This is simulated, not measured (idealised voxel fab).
The following process module bears the name voxel fin reveal.
In the cross-section labelled cut, the width is 235 nm and each square cell is 5 nm.
Heads up, the way a cross-section reads in here is a grid of square cells, handed over as bands from the top down, with every band being one or more rows of cells. The band entry comprises the height of the band's top followed by the height of its bottom, expressed in nm, and subsequently the band's materials from left to right, each stated together with its width in nm. Where a single material is marked with the word "edge to edge", that material fills the band from edge to edge. The word "air" represents empty space. Height reference: 0 = level under which incoming wafer is all one material. Lowest band: no bottom, runs on downward, e.g. "0 nm and below". When a width is written as two numbers, as in "30->40", the first number is the width in the top row of cells of the band and the second is the width in its bottom row, and the width changes by the same amount from each row to the next. Step marked "nothing altered"? Then no cell in the cross-section changed in it. "Entrapped voids" means: voids of 8 cells or more that are shut off from the top with no open way through. Written width x height at distance, distance from the left edge, in nm. Read whatever lies past the settings on a step's line as the simulator's own remark about the step. Each step line may optionally specify "overlay nm", which for a step with a mask gives the rightward distance between the mask's planned place and where it lay, a negative value indicating the leftward direction.
## List of planned process steps
1. op RECEIVE | material Si
2. op CONFORMAL_DEP | material SiN | thk nm 5
3. op PATTERN | tone cover | mask id FINS | material resist | width nm 15 | pitch nm 40 | thk nm 20 | overlay nm 0
4. op DIRECTIONAL_ETCH | etch materials SiN | depth nm 5
5. op DIRECTIONAL_ETCH | etch materials Si | depth nm 40
6. op STRIP | etch materials resist
7. op FILL_DEP | material SiO2 | thk nm 10
8. op CMP | height nm 5
9. op SELECTIVE_ETCH | etch materials SiO2 | depth nm 30
10. op STRIP | etch materials SiN
11. op CONFORMAL_DEP | material SiO2 | thk nm 5
## Incoming wafer, cross-sectional view, post step 1
0 nm and below | Si edge to edge
Entrapped voids: none
## Sectioned view, first of two wafers, at the close of the module, processed as intended in the plan
5 nm to 0 nm | air 45 / SiO2 25 / air 15 / SiO2 25 / air 15 / SiO2 25 / air 15 / SiO2 25 / air 45
0 nm to -20 nm | air 45 / SiO2 5 / Si 15 / SiO2 5 / air 15 / SiO2 5 / Si 15 / SiO2 5 / air 15 / SiO2 5 / Si 15 / SiO2 5 / air 15 / SiO2 5 / Si 15 / SiO2 5 / air 45
-20 nm to -40 nm | SiO2 50 / Si 15 / SiO2 25 / Si 15 / SiO2 25 / Si 15 / SiO2 25 / Si 15 / SiO2 50
-40 nm and below | Si edge to edge
Entrapped voids: none
## So this is wafer number two of the two, cut at the end of the module - it started where the first did and had the same plan, we just got one thing wrong running it
5 nm to 0 nm | air 45 / SiO2 25 / air 15 / SiO2 25 / air 15 / SiO2 25 / air 15 / SiO2 25 / air 45
0 nm to -20 nm | air 45 / SiO2 5 / Si 15 / SiO2 5 / air 15 / SiO2 5 / Si 15 / SiO2 5 / air 15 / SiO2 5 / Si 15 / SiO2 5 / air 15 / SiO2 5 / Si 15 / SiO2 5 / air 45
-20 nm to -80 nm | SiO2 50 / Si 15 / SiO2 25 / Si 15 / SiO2 25 / Si 15 / SiO2 25 / Si 15 / SiO2 50
-80 nm and below | Si edge to edge
Entrapped voids: none
Short version of what went wrong: in the plan, step 5 was performed twice
Once processing is complete, comparing cell counts shows that the second wafer has more or fewer of certain materials than the first: Si -280, SiO2 +280
